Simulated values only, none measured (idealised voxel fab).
The document below concerns the process module designated voxel transistor to metal.
Cross-sectional view cut (width: 270 nm; square cell size: 5 nm).
Think of the cross-section as a grid of square cells. We describe it in bands, top to bottom, and each band covers one or more rows of those cells.
It is stipulated that each band's entry specify, in nanometres, the height of the top of the band and then that of its bottom, followed by the materials of the band in left-to-right sequence, each together with its width in nanometres. A single material marked by the word "throughout" is understood to fill the band from edge to edge; the word "blank" is understood to denote empty space.
Counting heights begins at 0, where everything beneath is, in the wafer as received, one material. The lowest band has no bottom; it goes on downwards, as "0 -> down" shows.
Width spec "30..40" -> top row of cells at first value, bottom row at second value, equal per-row change in between.
Any step labelled "nothing altered" changed none of the cells in the cross-section.
The list in "Sealed-off cavities" covers empty spaces of 8 cells or more that cannot reach the top through any open way, and it gives each as width x height at distance; the distance is from the left edge, and width, height and distance are in nm.
Where a step's line continues beyond its settings, the continuation is a remark by the simulator itself on that step.
overlay nm: step with mask; distance mask lay right of planned place; negative value = left of planned place.
Everything after this point is organized in pairs: a cross-section before one process step, a cross-section after it that shows only as deep as the lowest changed band, and, under the pair, the intervening step with its settings. Because different runs of this module on the same starting wafer can supply different pairs, a pair continues from the pair above it only if its entry headed "Before the step" says so.

Before the step
55 -> 40 | 20 SiO2  35 blank  25 SiO2  35 blank  40 SiO2  35 blank  25 SiO2  35 blank  20 SiO2
40 -> 25 | 20 SiO2  35 blank  5 SiN  15 SiCN  5 SiN  35 blank  40 SiO2  35 blank  5 SiN  15 SiCN  5 SiN  35 blank  20 SiO2
25 -> 0 | 20 SiO2  35 blank  5 SiN  15 polySi  5 SiN  35 blank  40 SiO2  35 blank  5 SiN  15 polySi  5 SiN  35 blank  20 SiO2
0 -> -10 | SiO2 throughout
-10 -> -30 | 15 SiO2  105 Si  30 SiO2  105 Si  15 SiO2
-30 -> down | Si throughout
Sealed-off cavities: none

Result of Step
60 -> 55 | 25 TiN  25 blank  35 TiN  25 blank  50 TiN  25 blank  35 TiN  25 blank  25 TiN
55 -> 40 | 20 SiO2  5 TiN  25 blank  5 TiN  25 SiO2  5 TiN  25 blank  5 TiN  40 SiO2  5 TiN  25 blank  5 TiN  25 SiO2  5 TiN  25 blank  5 TiN  20 SiO2
40 -> 25 | 20 SiO2  5 TiN  25 blank  5 TiN  5 SiN  15 SiCN  5 SiN  5 TiN  25 blank  5 TiN  40 SiO2  5 TiN  25 blank  5 TiN  5 SiN  15 SiCN  5 SiN  5 TiN  25 blank  5 TiN  20 SiO2
25 -> 5 | 20 SiO2  5 TiN  25 blank  5 TiN  5 SiN  15 polySi  5 SiN  5 TiN  25 blank  5 TiN  40 SiO2  5 TiN  25 blank  5 TiN  5 SiN  15 polySi  5 SiN  5 TiN  25 blank  5 TiN  20 SiO2
5 -> 0 | 20 SiO2  35 TiN  5 SiN  15 polySi  5 SiN  35 TiN  40 SiO2  35 TiN  5 SiN  15 polySi  5 SiN  35 TiN  20 SiO2
No changes below 0.
Sealed-off cavities: none
Between the two cross-sections above, the process step reads CONFORMAL_DEP [material TiN] [thk nm 5]

Before the step: the state before this step is the cross-section shown after the step in the pair just above.

Result of Step
65 -> 60 | W throughout
60 -> 55 | 25 TiN  25 W  35 TiN  25 W  50 TiN  25 W  35 TiN  25 W  25 TiN
55 -> 40 | 20 SiO2  5 TiN  25 W  5 TiN  25 SiO2  5 TiN  25 W  5 TiN  40 SiO2  5 TiN  25 W  5 TiN  25 SiO2  5 TiN  25 W  5 TiN  20 SiO2
40 -> 25 | 20 SiO2  5 TiN  25 W  5 TiN  5 SiN  15 SiCN  5 SiN  5 TiN  25 W  5 TiN  40 SiO2  5 TiN  25 W  5 TiN  5 SiN  15 SiCN  5 SiN  5 TiN  25 W  5 TiN  20 SiO2
25 -> 5 | 20 SiO2  5 TiN  25 W  5 TiN  5 SiN  15 polySi  5 SiN  5 TiN  25 W  5 TiN  40 SiO2  5 TiN  25 W  5 TiN  5 SiN  15 polySi  5 SiN  5 TiN  25 W  5 TiN  20 SiO2
No changes below 5.
Sealed-off cavities: none
Between the two cross-sections above, the process step reads FILL_DEP [material W] [thk nm 5]

Before the step: the state before this step is the cross-section shown after the step in the pair just above.

Result of Step
55 -> 40 | 20 SiO2  5 TiN  25 W  5 TiN  25 SiO2  5 TiN  25 W  5 TiN  40 SiO2  5 TiN  25 W  5 TiN  25 SiO2  5 TiN  25 W  5 TiN  20 SiO2
No changes below 40.
Sealed-off cavities: none
Between the two cross-sections above, the process step reads CMP [height nm 55]

Before the step: the state before this step is the cross-section shown after the step in the pair just above.

Result of Step
60 -> 55 | TiN throughout
No changes below 55.
Sealed-off cavities: none
Between the two cross-sections above, the process step reads DIRECTIONAL_DEP [material TiN] [thk nm 5]

Before the step: the state before this step is the cross-section shown after the step in the pair just above.

Result of Step
80 -> 60 | W throughout
No changes below 60.
Sealed-off cavities: none
Between the two cross-sections above, the process step reads DIRECTIONAL_DEP [material W] [thk nm 20]

Before the step: the state before this step is the cross-section shown after the step in the pair just above.

Result of Step
80 -> 60 | 20 blank  20 W  55 blank  20 W  40 blank  20 W  55 blank  20 W  20 blank
No changes below 60.
Sealed-off cavities: none
Between the two cross-sections above, the process step reads MASKED_ETCH [tone cover] [mask id METAL_1] [width nm 20] [etch materials W] [depth nm 20] [overlay nm 0]

Before the step: the state before this step is the cross-section shown after the step in the pair just above.

Result of Step
80 -> 60 | 20 blank  20 W  55 blank  20 W  40 blank  20 W  55 blank  20 W  20 blank
60 -> 55 | 20 blank  20 TiN  55 blank  20 TiN  40 blank  20 TiN  55 blank  20 TiN  20 blank
No changes below 55.
Sealed-off cavities: none
Between the two cross-sections above, the process step reads MASKED_ETCH [tone cover] [mask id METAL_1] [width nm 20] [etch materials TiN] [depth nm 5] [overlay nm 0]

Before the step: the state before this step is the cross-section shown after the step in the pair just above.

Result of Step
85 -> 80 | 15 blank  30 SiN  45 blank  30 SiN  30 blank  30 SiN  45 blank  30 SiN  15 blank
80 -> 60 | 15 blank  5 SiN  20 W  5 SiN  45 blank  5 SiN  20 W  5 SiN  30 blank  5 SiN  20 W  5 SiN  45 blank  5 SiN  20 W  5 SiN  15 blank
60 -> 55 | 20 SiN  20 TiN  55 SiN  20 TiN  40 SiN  20 TiN  55 SiN  20 TiN  20 SiN
No changes below 55.
Sealed-off cavities: none
Between the two cross-sections above, the process step reads CONFORMAL_DEP [material SiN] [thk nm 5]

Before the step: the state before this step is the cross-section shown after the step in the pair just above.

Result of Step
90 -> 85 | SiO2 throughout
85 -> 80 | 15 SiO2  30 SiN  45 SiO2  30 SiN  30 SiO2  30 SiN  45 SiO2  30 SiN  15 SiO2
80 -> 60 | 15 SiO2  5 SiN  20 W  5 SiN  45 SiO2  5 SiN  20 W  5 SiN  30 SiO2  5 SiN  20 W  5 SiN  45 SiO2  5 SiN  20 W  5 SiN  15 SiO2
No changes below 60.
Sealed-off cavities: none
Between the two cross-sections above, the process step reads FILL_DEP [material SiO2] [thk nm 5]

Before the step: the state before this step is the cross-section shown after the step in the pair just above.

Result of Step
80 -> 60 | 15 SiO2  5 SiN  20 W  5 SiN  45 SiO2  5 SiN  20 W  5 SiN  30 SiO2  5 SiN  20 W  5 SiN  45 SiO2  5 SiN  20 W  5 SiN  15 SiO2
No changes below 60.
Sealed-off cavities: none
Between the two cross-sections above, the process step reads CMP [height nm 80]

Before the step: the state before this step is the cross-section shown after the step in the pair just above.

Result of Step
85 -> 80 | SiCN throughout
No changes below 80.
Sealed-off cavities: none
Between the two cross-sections above, the process step reads CONFORMAL_DEP [material SiCN] [thk nm 5]

Before the step: the state before this step is the cross-section shown after the step in the pair just above.

Result of Step
120 -> 85 | lowk throughout
No changes below 85.
Sealed-off cavities: none
Between the two cross-sections above, the process step reads DIRECTIONAL_DEP [material lowk] [thk nm 35]

Before the step: the state before this step is the cross-section shown after the step in the pair just above.

Result of Step
135 -> 120 | aC throughout
No changes below 120.
Sealed-off cavities: none
Between the two cross-sections above, the process step reads DIRECTIONAL_DEP [material aC] [thk nm 15]

Before the step: the state before this step is the cross-section shown after the step in the pair just above.

Result of Step
170 -> 135 | 20 resist  15 blank  120 resist  15 blank  100 resist
No changes below 135.
Sealed-off cavities: none
Between the two cross-sections above, the process step reads PATTERN [tone open] [mask id METAL_2_HOLES] [material resist] [width nm 15] [pitch nm 135] [thk nm 35] [overlay nm 0]

Before the step: the state before this step is the cross-section shown after the step in the pair just above.

Result of Step
155 -> 135 | 20 resist  15 blank  120 resist  15 blank  100 resist
135 -> 120 | 20 aC  15 blank  120 aC  15 blank  100 aC
No changes below 120.
Sealed-off cavities: none
Between the two cross-sections above, the process step reads DIRECTIONAL_ETCH [etch materials aC] [depth nm 15]

Before the step: the state before this step is the cross-section shown after the step in the pair just above.

Result of Step
135 -> 120 | 20 aC  15 blank  120 aC  15 blank  100 aC
No changes below 120.
Sealed-off cavities: none
Between the two cross-sections above, the process step reads STRIP [etch materials resist]

Before the step: the state before this step is the cross-section shown after the step in the pair just above.

Result of Step
135 -> 120 | 20 aC  15 blank  120 aC  15 blank  100 aC
120 -> 85 | 20 lowk  15 blank  120 lowk  15 blank  100 lowk
No changes below 85.
Sealed-off cavities: none
Between the two cross-sections above, the process step reads DIRECTIONAL_ETCH [etch materials lowk] [depth nm 35]

Before the step: the state before this step is the cross-section shown after the step in the pair just above.

Result of Step
120 -> 85 | 20 lowk  15 blank  120 lowk  15 blank  100 lowk
No changes below 85.
Sealed-off cavities: none
Between the two cross-sections above, the process step reads STRIP [etch materials aC]

Before the step: the state before this step is the cross-section shown after the step in the pair just above.

Result of Step
130 -> 120 | 20 aC  15 blank  120 aC  15 blank  100 aC
120 -> 95 | 20 lowk  15 blank  120 lowk  15 blank  100 lowk
95 -> 85 | 20 lowk  15 aC  120 lowk  15 aC  100 lowk
No changes below 85.
Sealed-off cavities: none
Between the two cross-sections above, the process step reads DIRECTIONAL_DEP [material aC] [thk nm 10]

Before the step: the state before this step is the cross-section shown after the step in the pair just above.

Result of Step
160 -> 130 | 20 resist  20 blank  115 resist  20 blank  95 resist
No changes below 130.
Sealed-off cavities: none
Between the two cross-sections above, the process step reads PATTERN [tone open] [mask id METAL_2] [material resist] [width nm 20] [pitch nm 135] [thk nm 30] [overlay nm 0]

Before the step: the state before this step is the cross-section shown after the step in the pair just above.

Result of Step
150 -> 130 | 20 resist  20 blank  115 resist  20 blank  95 resist
130 -> 120 | 20 aC  20 blank  115 aC  20 blank  95 aC
120 -> 85 | 20 lowk  15 blank  120 lowk  15 blank  100 lowk
No changes below 85.
Sealed-off cavities: none
Between the two cross-sections above, the process step reads DIRECTIONAL_ETCH [etch materials aC] [depth nm 10]

Before the step: the state before this step is the cross-section shown after the step in the pair just above.

Result of Step
130 -> 120 | 20 aC  20 blank  115 aC  20 blank  95 aC
No changes below 120.
Sealed-off cavities: none
Between the two cross-sections above, the process step reads STRIP [etch materials resist]

Before the step: the state before this step is the cross-section shown after the step in the pair just above.

Result of Step
130 -> 120 | 20 aC  20 blank  115 aC  20 blank  95 aC
120 -> 100 | 20 lowk  20 blank  115 lowk  20 blank  95 lowk
No changes below 100.
Sealed-off cavities: none
Between the two cross-sections above, the process step reads DIRECTIONAL_ETCH [etch materials lowk] [depth nm 20]

Before the step: the state before this step is the cross-section shown after the step in the pair just above.

Result of Step
130 -> 120 | 20 aC  20 blank  115 aC  20 blank  95 aC
120 -> 100 | 20 lowk  20 blank  115 lowk  20 blank  95 lowk
100 -> 85 | 20 lowk  15 blank  120 lowk  15 blank  100 lowk
85 -> 80 | 20 SiCN  15 blank  120 SiCN  15 blank  100 SiCN
No changes below 80.
Sealed-off cavities: none
Between the two cross-sections above, the process step reads DIRECTIONAL_ETCH [etch materials SiCN] [depth nm 5]

Before the step: the state before this step is the cross-section shown after the step in the pair just above.

Result of Step
120 -> 100 | 20 lowk  20 blank  115 lowk  20 blank  95 lowk
No changes below 100.
Sealed-off cavities: none
Between the two cross-sections above, the process step reads STRIP [etch materials aC]

Before the step: the state before this step is the cross-section shown after the step in the pair just above.

Result of Step
125 -> 120 | 25 TiN  10 blank  125 TiN  10 blank  100 TiN
120 -> 105 | 20 lowk  5 TiN  10 blank  5 TiN  115 lowk  5 TiN  10 blank  5 TiN  95 lowk
105 -> 100 | 20 lowk  5 TiN  5 blank  10 TiN  115 lowk  5 TiN  5 blank  10 TiN  95 lowk
100 -> 85 | 20 lowk  5 TiN  5 blank  5 TiN  120 lowk  5 TiN  5 blank  5 TiN  100 lowk
85 -> 80 | 20 SiCN  15 TiN  120 SiCN  15 TiN  100 SiCN
No changes below 80.
Sealed-off cavities: none
Between the two cross-sections above, the process step reads CONFORMAL_DEP [material TiN] [thk nm 5]

Before the step: the state before this step is the cross-section shown after the step in the pair just above.

Result of Step
130 -> 125 | Cu throughout
125 -> 120 | 25 TiN  10 Cu  125 TiN  10 Cu  100 TiN
120 -> 105 | 20 lowk  5 TiN  10 Cu  5 TiN  115 lowk  5 TiN  10 Cu  5 TiN  95 lowk
105 -> 100 | 20 lowk  5 TiN  5 Cu  10 TiN  115 lowk  5 TiN  5 Cu  10 TiN  95 lowk
100 -> 85 | 20 lowk  5 TiN  5 Cu  5 TiN  120 lowk  5 TiN  5 Cu  5 TiN  100 lowk
No changes below 85.
Sealed-off cavities: none
Between the two cross-sections above, the process step reads FILL_DEP [material Cu] [thk nm 5]

Before the step: the state before this step is the cross-section shown after the step in the pair just above.

Result of Step
120 -> 105 | 20 lowk  5 TiN  10 Cu  5 TiN  115 lowk  5 TiN  10 Cu  5 TiN  95 lowk
No changes below 105.
Sealed-off cavities: none
Between the two cross-sections above, the process step reads CMP [height nm 120]

Before the step: the state before this step is the cross-section shown after the step in the pair just above.

Result of Step
125 -> 120 | SiCN throughout
No changes below 120.
Sealed-off cavities: none
Between the two cross-sections above, the process step reads CONFORMAL_DEP [material SiCN] [thk nm 5]

Before the step
130 -> 120 | 20 aC  15 blank  120 aC  15 blank  100 aC
120 -> 95 | 20 lowk  15 blank  120 lowk  15 blank  100 lowk
95 -> 85 | 20 lowk  15 aC  120 lowk  15 aC  100 lowk
85 -> 80 | SiCN throughout
80 -> 60 | 15 SiO2  5 SiN  20 W  5 SiN  45 SiO2  5 SiN  20 W  5 SiN  30 SiO2  5 SiN  20 W  5 SiN  45 SiO2  5 SiN  20 W  5 SiN  15 SiO2
60 -> 55 | 20 SiN  20 TiN  55 SiN  20 TiN  40 SiN  20 TiN  55 SiN  20 TiN  20 SiN
55 -> 40 | 20 SiO2  5 TiN  25 W  5 TiN  25 SiO2  5 TiN  25 W  5 TiN  40 SiO2  5 TiN  25 W  5 TiN  25 SiO2  5 TiN  25 W  5 TiN  20 SiO2
40 -> 25 | 20 SiO2  5 TiN  25 W  5 TiN  5 SiN  15 SiCN  5 SiN  5 TiN  25 W  5 TiN  40 SiO2  5 TiN  25 W  5 TiN  5 SiN  15 SiCN  5 SiN  5 TiN  25 W  5 TiN  20 SiO2
25 -> 15 | 20 SiO2  5 TiN  25..5 W  5..25 TiN  5 SiN  15 polySi  5 SiN  5..25 TiN  25..5 W  5 TiN  40 SiO2  5 TiN  25..5 W  5..25 TiN  5 SiN  15 polySi  5 SiN  5..25 TiN  25..5 W  5 TiN  20 SiO2
15 -> 5 | 20 SiO2  5 TiN  5 W  5 TiN  20 pSi  5 SiN  15 polySi  5 SiN  20 pSi  5 TiN  5 W  5 TiN  40 SiO2  5 TiN  5 W  5 TiN  20 pSi  5 SiN  15 polySi  5 SiN  20 pSi  5 TiN  5 W  5 TiN  20 SiO2
5 -> 0 | 20 SiO2  15 TiN  20 pSi  5 SiN  15 polySi  5 SiN  20 pSi  15 TiN  40 SiO2  15 TiN  20 pSi  5 SiN  15 polySi  5 SiN  20 pSi  15 TiN  20 SiO2
0 -> -5 | 10 SiO2  45 pSi  25 SiO2  45 pSi  20 SiO2  45 pSi  25 SiO2  45 pSi  10 SiO2
-5 -> -20 | 15 SiO2  40 pSi  25 Si  40 pSi  30 SiO2  40 pSi  25 Si  40 pSi  15 SiO2
-20 -> -30 | 15 SiO2  105 Si  30 SiO2  105 Si  15 SiO2
-30 -> down | Si throughout
Sealed-off cavities: none

Result of Step
160 -> 130 | 15 resist  30 blank  105 resist  30 blank  90 resist
No changes below 130.
Sealed-off cavities: none
Between the two cross-sections above, the process step reads PATTERN [tone open] [mask id METAL_2] [material resist] [width nm 30] [pitch nm 135] [thk nm 30] [overlay nm 0]

Before the step: the state before this step is the cross-section shown after the step in the pair just above.

Result of Step
150 -> 130 | 15 resist  30 blank  105 resist  30 blank  90 resist
130 -> 120 | 15 aC  30 blank  105 aC  30 blank  90 aC
120 -> 85 | 20 lowk  15 blank  120 lowk  15 blank  100 lowk
No changes below 85.
Sealed-off cavities: none
Between the two cross-sections above, the process step reads DIRECTIONAL_ETCH [etch materials aC] [depth nm 10]

Before the step: the state before this step is the cross-section shown after the step in the pair just above.

Result of Step
130 -> 120 | 15 aC  30 blank  105 aC  30 blank  90 aC
No changes below 120.
Sealed-off cavities: none
Between the two cross-sections above, the process step reads STRIP [etch materials resist]

Before the step: the state before this step is the cross-section shown after the step in the pair just above.

Result of Step
130 -> 120 | 15 aC  30 blank  105 aC  30 blank  90 aC
120 -> 100 | 15 lowk  30 blank  105 lowk  30 blank  90 lowk
No changes below 100.
Sealed-off cavities: none
Between the two cross-sections above, the process step reads DIRECTIONAL_ETCH [etch materials lowk] [depth nm 20]

Before the step: the state before this step is the cross-section shown after the step in the pair just above.

Result of Step
130 -> 120 | 15 aC  30 blank  105 aC  30 blank  90 aC
120 -> 100 | 15 lowk  30 blank  105 lowk  30 blank  90 lowk
100 -> 85 | 20 lowk  15 blank  120 lowk  15 blank  100 lowk
85 -> 80 | 20 SiCN  15 blank  120 SiCN  15 blank  100 SiCN
No changes below 80.
Sealed-off cavities: none
Between the two cross-sections above, the process step reads DIRECTIONAL_ETCH [etch materials SiCN] [depth nm 5]

Before the step: the state before this step is the cross-section shown after the step in the pair just above.

Result of Step
120 -> 100 | 15 lowk  30 blank  105 lowk  30 blank  90 lowk
No changes below 100.
Sealed-off cavities: none
Between the two cross-sections above, the process step reads STRIP [etch materials aC]

Before the step: the state before this step is the cross-section shown after the step in the pair just above.

Result of Step
125 -> 120 | 20 TiN  20 blank  115 TiN  20 blank  95 TiN
120 -> 105 | 15 lowk  5 TiN  20 blank  5 TiN  105 lowk  5 TiN  20 blank  5 TiN  90 lowk
105 -> 100 | 15 lowk  10 TiN  5 blank  15 TiN  105 lowk  10 TiN  5 blank  15 TiN  90 lowk
100 -> 85 | 20 lowk  5 TiN  5 blank  5 TiN  120 lowk  5 TiN  5 blank  5 TiN  100 lowk
85 -> 80 | 20 SiCN  15 TiN  120 SiCN  15 TiN  100 SiCN
No changes below 80.
Sealed-off cavities: none
Between the two cross-sections above, the process step reads CONFORMAL_DEP [material TiN] [thk nm 5]

Before the step: the state before this step is the cross-section shown after the step in the pair just above.

Result of Step
130 -> 125 | Cu throughout
125 -> 120 | 20 TiN  20 Cu  115 TiN  20 Cu  95 TiN
120 -> 105 | 15 lowk  5 TiN  20 Cu  5 TiN  105 lowk  5 TiN  20 Cu  5 TiN  90 lowk
105 -> 100 | 15 lowk  10 TiN  5 Cu  15 TiN  105 lowk  10 TiN  5 Cu  15 TiN  90 lowk
100 -> 85 | 20 lowk  5 TiN  5 Cu  5 TiN  120 lowk  5 TiN  5 Cu  5 TiN  100 lowk
No changes below 85.
Sealed-off cavities: none
Between the two cross-sections above, the process step reads FILL_DEP [material Cu] [thk nm 5]

Before the step: the state before this step is the cross-section shown after the step in the pair just above.

Result of Step
120 -> 105 | 15 lowk  5 TiN  20 Cu  5 TiN  105 lowk  5 TiN  20 Cu  5 TiN  90 lowk
No changes below 105.
Sealed-off cavities: none
Between the two cross-sections above, the process step reads CMP [height nm 120]

Before the step: the state before this step is the cross-section shown after the step in the pair just above.

Result of Step
125 -> 120 | SiCN throughout
No changes below 120.
Sealed-off cavities: none
Between the two cross-sections above, the process step reads CONFORMAL_DEP [material SiCN] [thk nm 5]

Before the step
65 -> 55 | aC throughout
55 -> 40 | SiO2 throughout
40 -> 25 | 55 SiO2  5 SiN  15 SiCN  5 SiN  110 SiO2  5 SiN  15 SiCN  5 SiN  55 SiO2
25 -> 15 | 55 SiO2  5 SiN  15 polySi  5 SiN  110 SiO2  5 SiN  15 polySi  5 SiN  55 SiO2
15 -> 0 | 35 SiO2  20 pSi  5 SiN  15 polySi  5 SiN  20 pSi  70 SiO2  20 pSi  5 SiN  15 polySi  5 SiN  20 pSi  35 SiO2
0 -> -5 | 10 SiO2  45 pSi  25 SiO2  45 pSi  20 SiO2  45 pSi  25 SiO2  45 pSi  10 SiO2
-5 -> -20 | 15 SiO2  40 pSi  25 Si  40 pSi  30 SiO2  40 pSi  25 Si  40 pSi  15 SiO2
-20 -> -30 | 15 SiO2  105 Si  30 SiO2  105 Si  15 SiO2
-30 -> down | Si throughout
Sealed-off cavities: none

Result of Step
95 -> 65 | 15 resist  35 blank  25 resist  35 blank  40 resist  35 blank  25 resist  35 blank  25 resist
No changes below 65.
Sealed-off cavities: none
Between the two cross-sections above, the process step reads PATTERN [tone open] [mask id CONTACT] [material resist] [width nm 35] [thk nm 30] [overlay nm -5]

Before the step: the state before this step is the cross-section shown after the step in the pair just above.

Result of Step
85 -> 65 | 15 resist  35 blank  25 resist  35 blank  40 resist  35 blank  25 resist  35 blank  25 resist
65 -> 55 | 15 aC  35 blank  25 aC  35 blank  40 aC  35 blank  25 aC  35 blank  25 aC
No changes below 55.
Sealed-off cavities: none
Between the two cross-sections above, the process step reads DIRECTIONAL_ETCH [etch materials aC] [depth nm 10]

Before the step: the state before this step is the cross-section shown after the step in the pair just above.

Result of Step
65 -> 55 | 15 aC  35 blank  25 aC  35 blank  40 aC  35 blank  25 aC  35 blank  25 aC
No changes below 55.
Sealed-off cavities: none
Between the two cross-sections above, the process step reads STRIP [etch materials resist]

Before the step: the state before this step is the cross-section shown after the step in the pair just above.

Result of Step
65 -> 55 | 15 aC  35 blank  25 aC  35 blank  40 aC  35 blank  25 aC  35 blank  25 aC
55 -> 40 | 15 SiO2  35 blank  25 SiO2  35 blank  40 SiO2  35 blank  25 SiO2  35 blank  25 SiO2
40 -> 25 | 15 SiO2  35 blank  5 SiO2  5 SiN  15 SiCN  5 SiN  30 blank  40 SiO2  35 blank  5 SiO2  5 SiN  15 SiCN  5 SiN  30 blank  25 SiO2
25 -> 15 | 15 SiO2  35 blank  5 SiO2  5 SiN  15 polySi  5 SiN  30 blank  40 SiO2  35 blank  5 SiO2  5 SiN  15 polySi  5 SiN  30 blank  25 SiO2
15 -> 0 | 15 SiO2  20 blank  20 pSi  5 SiN  15 polySi  5 SiN  20 pSi  10 blank  40 SiO2  20 blank  20 pSi  5 SiN  15 polySi  5 SiN  20 pSi  10 blank  25 SiO2
No changes below 0.
Sealed-off cavities: none
Between the two cross-sections above, the process step reads DIRECTIONAL_ETCH [etch materials SiO2] [depth nm 55]

Before the step: the state before this step is the cross-section shown after the step in the pair just above.

Result of Step
55 -> 40 | 15 SiO2  35 blank  25 SiO2  35 blank  40 SiO2  35 blank  25 SiO2  35 blank  25 SiO2
No changes below 40.
Sealed-off cavities: none
Between the two cross-sections above, the process step reads STRIP [etch materials aC]

Before the step: the state before this step is the cross-section shown after the step in the pair just above.

Result of Step
60 -> 55 | 20 TiN  25 blank  35 TiN  25 blank  50 TiN  25 blank  35 TiN  25 blank  30 TiN
55 -> 45 | 15 SiO2  5 TiN  25 blank  5 TiN  25 SiO2  5 TiN  25 blank  5 TiN  40 SiO2  5 TiN  25 blank  5 TiN  25 SiO2  5 TiN  25 blank  5 TiN  25 SiO2
45 -> 40 | 15 SiO2  5 TiN  25 blank  5 TiN  25 SiO2  10 TiN  20 blank  5 TiN  40 SiO2  5 TiN  25 blank  5 TiN  25 SiO2  10 TiN  20 blank  5 TiN  25 SiO2
40 -> 25 | 15 SiO2  5 TiN  25 blank  5 TiN  5 SiO2  5 SiN  15 SiCN  5 SiN  5 TiN  20 blank  5 TiN  40 SiO2  5 TiN  25 blank  5 TiN  5 SiO2  5 SiN  15 SiCN  5 SiN  5 TiN  20 blank  5 TiN  25 SiO2
25 -> 20 | 15 SiO2  5 TiN  25 blank  5 TiN  5 SiO2  5 SiN  15 polySi  5 SiN  5 TiN  20 blank  5 TiN  40 SiO2  5 TiN  25 blank  5 TiN  5 SiO2  5 SiN  15 polySi  5 SiN  5 TiN  20 blank  5 TiN  25 SiO2
20 -> 15 | 15 SiO2  5 TiN  10 blank  20 TiN  5 SiO2  5 SiN  15 polySi  5 SiN  30 TiN  40 SiO2  5 TiN  10 blank  20 TiN  5 SiO2  5 SiN  15 polySi  5 SiN  30 TiN  25 SiO2
15 -> 5 | 15 SiO2  5 TiN  10 blank  5 TiN  20 pSi  5 SiN  15 polySi  5 SiN  20 pSi  10 TiN  40 SiO2  5 TiN  10 blank  5 TiN  20 pSi  5 SiN  15 polySi  5 SiN  20 pSi  10 TiN  25 SiO2
5 -> 0 | 15 SiO2  20 TiN  20 pSi  5 SiN  15 polySi  5 SiN  20 pSi  10 TiN  40 SiO2  20 TiN  20 pSi  5 SiN  15 polySi  5 SiN  20 pSi  10 TiN  25 SiO2
No changes below 0.
Sealed-off cavities: none
Between the two cross-sections above, the process step reads CONFORMAL_DEP [material TiN] [thk nm 5]

Before the step: the state before this step is the cross-section shown after the step in the pair just above.

Result of Step
65 -> 60 | W throughout
60 -> 55 | 20 TiN  25 W  35 TiN  25 W  50 TiN  25 W  35 TiN  25 W  30 TiN
55 -> 45 | 15 SiO2  5 TiN  25 W  5 TiN  25 SiO2  5 TiN  25 W  5 TiN  40 SiO2  5 TiN  25 W  5 TiN  25 SiO2  5 TiN  25 W  5 TiN  25 SiO2
45 -> 40 | 15 SiO2  5 TiN  25 W  5 TiN  25 SiO2  10 TiN  20 W  5 TiN  40 SiO2  5 TiN  25 W  5 TiN  25 SiO2  10 TiN  20 W  5 TiN  25 SiO2
40 -> 25 | 15 SiO2  5 TiN  25 W  5 TiN  5 SiO2  5 SiN  15 SiCN  5 SiN  5 TiN  20 W  5 TiN  40 SiO2  5 TiN  25 W  5 TiN  5 SiO2  5 SiN  15 SiCN  5 SiN  5 TiN  20 W  5 TiN  25 SiO2
25 -> 20 | 15 SiO2  5 TiN  25 W  5 TiN  5 SiO2  5 SiN  15 polySi  5 SiN  5 TiN  20 W  5 TiN  40 SiO2  5 TiN  25 W  5 TiN  5 SiO2  5 SiN  15 polySi  5 SiN  5 TiN  20 W  5 TiN  25 SiO2
20 -> 15 | 15 SiO2  5 TiN  10 W  20 TiN  5 SiO2  5 SiN  15 polySi  5 SiN  30 TiN  40 SiO2  5 TiN  10 W  20 TiN  5 SiO2  5 SiN  15 polySi  5 SiN  30 TiN  25 SiO2
15 -> 5 | 15 SiO2  5 TiN  10 W  5 TiN  20 pSi  5 SiN  15 polySi  5 SiN  20 pSi  10 TiN  40 SiO2  5 TiN  10 W  5 TiN  20 pSi  5 SiN  15 polySi  5 SiN  20 pSi  10 TiN  25 SiO2
No changes below 5.
Sealed-off cavities: none
Between the two cross-sections above, the process step reads FILL_DEP [material W] [thk nm 5]

Before the step: the state before this step is the cross-section shown after the step in the pair just above.

Result of Step
55 -> 45 | 15 SiO2  5 TiN  25 W  5 TiN  25 SiO2  5 TiN  25 W  5 TiN  40 SiO2  5 TiN  25 W  5 TiN  25 SiO2  5 TiN  25 W  5 TiN  25 SiO2
No changes below 45.
Sealed-off cavities: none
Between the two cross-sections above, the process step reads CMP [height nm 55]

Before the step: the state before this step is the cross-section shown after the step in the pair just above.

Result of Step
60 -> 55 | TiN throughout
No changes below 55.
Sealed-off cavities: none
Between the two cross-sections above, the process step reads DIRECTIONAL_DEP [material TiN] [thk nm 5]

Before the step: the state before this step is the cross-section shown after the step in the pair just above.

Result of Step
80 -> 60 | W throughout
No changes below 60.
Sealed-off cavities: none
Between the two cross-sections above, the process step reads DIRECTIONAL_DEP [material W] [thk nm 20]

Before the step: the state before this step is the cross-section shown after the step in the pair just above.

Result of Step
80 -> 60 | 20 blank  20 W  55 blank  20 W  40 blank  20 W  55 blank  20 W  20 blank
No changes below 60.
Sealed-off cavities: none
Between the two cross-sections above, the process step reads MASKED_ETCH [tone cover] [mask id METAL_1] [width nm 20] [etch materials W] [depth nm 20] [overlay nm 0]

Before the step: the state before this step is the cross-section shown after the step in the pair just above.

Result of Step
80 -> 60 | 20 blank  20 W  55 blank  20 W  40 blank  20 W  55 blank  20 W  20 blank
60 -> 55 | 20 blank  20 TiN  55 blank  20 TiN  40 blank  20 TiN  55 blank  20 TiN  20 blank
No changes below 55.
Sealed-off cavities: none
Between the two cross-sections above, the process step reads MASKED_ETCH [tone cover] [mask id METAL_1] [width nm 20] [etch materials TiN] [depth nm 5] [overlay nm 0]

Before the step: the state before this step is the cross-section shown after the step in the pair just above.

Result of Step
85 -> 80 | 15 blank  30 SiN  45 blank  30 SiN  30 blank  30 SiN  45 blank  30 SiN  15 blank
80 -> 60 | 15 blank  5 SiN  20 W  5 SiN  45 blank  5 SiN  20 W  5 SiN  30 blank  5 SiN  20 W  5 SiN  45 blank  5 SiN  20 W  5 SiN  15 blank
60 -> 55 | 20 SiN  20 TiN  55 SiN  20 TiN  40 SiN  20 TiN  55 SiN  20 TiN  20 SiN
No changes below 55.
Sealed-off cavities: none
Between the two cross-sections above, the process step reads CONFORMAL_DEP [material SiN] [thk nm 5]
